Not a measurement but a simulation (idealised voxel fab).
Module name: voxel air gaps (process module)
Pictured: cross-section cut, 150 nm wide, on a grid of 5 nm square cells.
Bands, listed from the top down, are how a cross-section gets written in this document; the cross-section itself is a grid of square cells, and a band is one or more rows of them.
The entry gives the band's vertical extent as a top height and a bottom height in nm, then its horizontal make-up as materials from left to right, each with a width in nm. "blank" stands for empty space; a single material marked "full width" fills the band edge to edge.
A quick word on heights: they are counted from 0, and under that level the wafer as it came to us is one material throughout. The lowest band is different from the rest in having no bottom; it simply continues downward, written as in "from 0 down".
Per-row width for "30..40": begins at first number (top row of band), ends at second number (bottom row), increment between rows held constant.
Take "identical to before" at face value: in the step it is given for, the cross-section changed in none of its cells.
Under "Unvented voids" you'll find the enclosed gaps, the ones with no way out to the top, that are 8 cells or bigger; each reads width x height at distance, with distance counted from the left edge, everything in nm.
If you see something after the settings on a step's line, that's the simulator's own remark about that step.
Each step line may optionally specify "overlay nm", which for a step with a mask gives the rightward distance between the mask's planned place and where it lay, a negative value indicating the leftward direction.
### Steps planned for the process
step 1: RECEIVE (material Si)
step 2: CONFORMAL_DEP (material SiO2; thk nm 15)
step 3: CONFORMAL_DEP (material SiN; thk nm 5)
step 4: DIRECTIONAL_DEP (material SiO2; thk nm 35)
step 5: MASKED_ETCH (tone open; mask id LINES; width nm 20; pitch nm 45; etch materials SiO2; depth nm 35; overlay nm 0)
step 6: CONFORMAL_DEP (material TiN; thk nm 5)
step 7: FILL_DEP (material Ru; thk nm 5)
step 8: CMP (height nm 55)
step 9: EPI (material Ru; thk nm 10)
step 10: SELECTIVE_ETCH (etch materials SiO2; depth nm 45)
step 11: CONFORMAL_DEP (material SiN; thk nm 5)
### First of two wafers: run as planned
### As received (post step 1): cross-section
> from 0 down: Si full width
> Unvented voids: none
### Step 2 complete: cross-section through the wafer
> from 15 to 0: SiO2 full width
> Everything under 0 stays put, no change at all.
### Step 3 complete: cross-section through the wafer
> from 20 to 15: SiN full width
> Everything under 15 stays put, no change at all.
### Step 4 complete: cross-section through the wafer
> from 55 to 20: SiO2 full width
> Everything under 20 stays put, no change at all.
### Step 5 complete: cross-section through the wafer
> from 55 to 20: SiO2=20; blank=20; SiO2=25; blank=20; SiO2=25; blank=20; SiO2=20
> Everything under 20 stays put, no change at all.
### Step 6 complete: cross-section through the wafer
> from 60 to 55: TiN=25; blank=10; TiN=35; blank=10; TiN=35; blank=10; TiN=25
> from 55 to 25: SiO2=20; TiN=5; blank=10; TiN=5; SiO2=25; TiN=5; blank=10; TiN=5; SiO2=25; TiN=5; blank=10; TiN=5; SiO2=20
> from 25 to 20: SiO2=20; TiN=20; SiO2=25; TiN=20; SiO2=25; TiN=20; SiO2=20
> Everything under 20 stays put, no change at all.
### Step 7 complete: cross-section through the wafer
> from 65 to 60: Ru full width
> from 60 to 55: TiN=25; Ru=10; TiN=35; Ru=10; TiN=35; Ru=10; TiN=25
> from 55 to 25: SiO2=20; TiN=5; Ru=10; TiN=5; SiO2=25; TiN=5; Ru=10; TiN=5; SiO2=25; TiN=5; Ru=10; TiN=5; SiO2=20
> Everything under 25 stays put, no change at all.
### Step 8 complete: cross-section through the wafer
> from 55 to 25: SiO2=20; TiN=5; Ru=10; TiN=5; SiO2=25; TiN=5; Ru=10; TiN=5; SiO2=25; TiN=5; Ru=10; TiN=5; SiO2=20
> Everything under 25 stays put, no change at all.
### Step 9 complete: cross-section through the wafer
> from 65 to 55: blank=10; Ru=40; blank=5; Ru=40; blank=5; Ru=40; blank=10
> Everything under 55 stays put, no change at all.
### Step 10 complete: cross-section through the wafer
> from 65 to 55: blank=10; Ru=40; blank=5; Ru=40; blank=5; Ru=40; blank=10
> from 55 to 25: blank=20; TiN=5; Ru=10; TiN=5; blank=25; TiN=5; Ru=10; TiN=5; blank=25; TiN=5; Ru=10; TiN=5; blank=20
> from 25 to 20: blank=20; TiN=20; blank=25; TiN=20; blank=25; TiN=20; blank=20
> Everything under 20 stays put, no change at all.
### Step 11 complete: cross-section through the wafer
> from 70 to 65: blank=5; SiN=140; blank=5
> from 65 to 55: blank=5; SiN=5; Ru=40; SiN=5; Ru=40; SiN=5; Ru=40; SiN=5; blank=5
> from 55 to 50: blank=5; SiN=15; TiN=5; Ru=10; TiN=5; SiN=25; TiN=5; Ru=10; TiN=5; SiN=25; TiN=5; Ru=10; TiN=5; SiN=15; blank=5
> from 50 to 25: blank=15; SiN=5; TiN=5; Ru=10; TiN=5; SiN=5; blank=15; SiN=5; TiN=5; Ru=10; TiN=5; SiN=5; blank=15; SiN=5; TiN=5; Ru=10; TiN=5; SiN=5; blank=15
> from 25 to 20: SiN=20; TiN=20; SiN=25; TiN=20; SiN=25; TiN=20; SiN=20
> Everything under 20 stays put, no change at all.
> Unvented voids: 15 x 25 at 45; 15 x 25 at 90
### Notes, second wafer: start = first wafer's, plan = first wafer's, execution had one mistake; history identical to first through step 4
### What the second wafer looks like in cross-section when step 5 should have wrapped up
> from 55 to 20: SiO2=15; blank=30; SiO2=15; blank=30; SiO2=15; blank=30; SiO2=15
> Everything under 20 stays put, no change at all.
### What the second wafer looks like in cross-section when step 6 should have wrapped up
> from 60 to 55: TiN=20; blank=20; TiN=25; blank=20; TiN=25; blank=20; TiN=20
> from 55 to 25: SiO2=15; TiN=5; blank=20; TiN=5; SiO2=15; TiN=5; blank=20; TiN=5; SiO2=15; TiN=5; blank=20; TiN=5; SiO2=15
> from 25 to 20: SiO2=15; TiN=30; SiO2=15; TiN=30; SiO2=15; TiN=30; SiO2=15
> Everything under 20 stays put, no change at all.
### What the second wafer looks like in cross-section when step 7 should have wrapped up
> from 65 to 60: Ru full width
> from 60 to 55: TiN=20; Ru=20; TiN=25; Ru=20; TiN=25; Ru=20; TiN=20
> from 55 to 25: SiO2=15; TiN=5; Ru=20; TiN=5; SiO2=15; TiN=5; Ru=20; TiN=5; SiO2=15; TiN=5; Ru=20; TiN=5; SiO2=15
> Everything under 25 stays put, no change at all.
### What the second wafer looks like in cross-section when step 8 should have wrapped up
> from 55 to 25: SiO2=15; TiN=5; Ru=20; TiN=5; SiO2=15; TiN=5; Ru=20; TiN=5; SiO2=15; TiN=5; Ru=20; TiN=5; SiO2=15
> Everything under 25 stays put, no change at all.
### What the second wafer looks like in cross-section when step 9 should have wrapped up
> from 65 to 55: blank=5; Ru=140; blank=5
> Everything under 55 stays put, no change at all.
### What the second wafer looks like in cross-section when step 10 should have wrapped up
> from 65 to 55: blank=5; Ru=140; blank=5
> from 55 to 25: blank=15; TiN=5; Ru=20; TiN=5; SiO2=15; TiN=5; Ru=20; TiN=5; SiO2=15; TiN=5; Ru=20; TiN=5; blank=15
> from 25 to 20: blank=15; TiN=30; SiO2=15; TiN=30; SiO2=15; TiN=30; blank=15
> Everything under 20 stays put, no change at all.
### What the second wafer looks like in cross-section when step 11 should have wrapped up
> from 70 to 65: SiN full width
> from 65 to 55: SiN=5; Ru=140; SiN=5
> from 55 to 50: SiN=15; TiN=5; Ru=20; TiN=5; SiO2=15; TiN=5; Ru=20; TiN=5; SiO2=15; TiN=5; Ru=20; TiN=5; SiN=15
> from 50 to 25: blank=10; SiN=5; TiN=5; Ru=20; TiN=5; SiO2=15; TiN=5; Ru=20; TiN=5; SiO2=15; TiN=5; Ru=20; TiN=5; SiN=5; blank=10
> from 25 to 20: SiN=15; TiN=30; SiO2=15; TiN=30; SiO2=15; TiN=30; SiN=15
> Everything under 20 stays put, no change at all.
> Unvented voids: 10 x 25 at 0; 10 x 25 at 140
Plan not followed: for step 5, the planned setting was not used; the step was instead run as MASKED_ETCH (tone open; mask id LINES; width nm 30; pitch nm 45; etch materials SiO2; depth nm 35; overlay nm 0)
In the final state, the cell counts of the second wafer exceed or fall short of those of the first for the following materials: Ru: 44 more, SiN: 44 fewer, SiO2: 42 more, TiN: 6 more
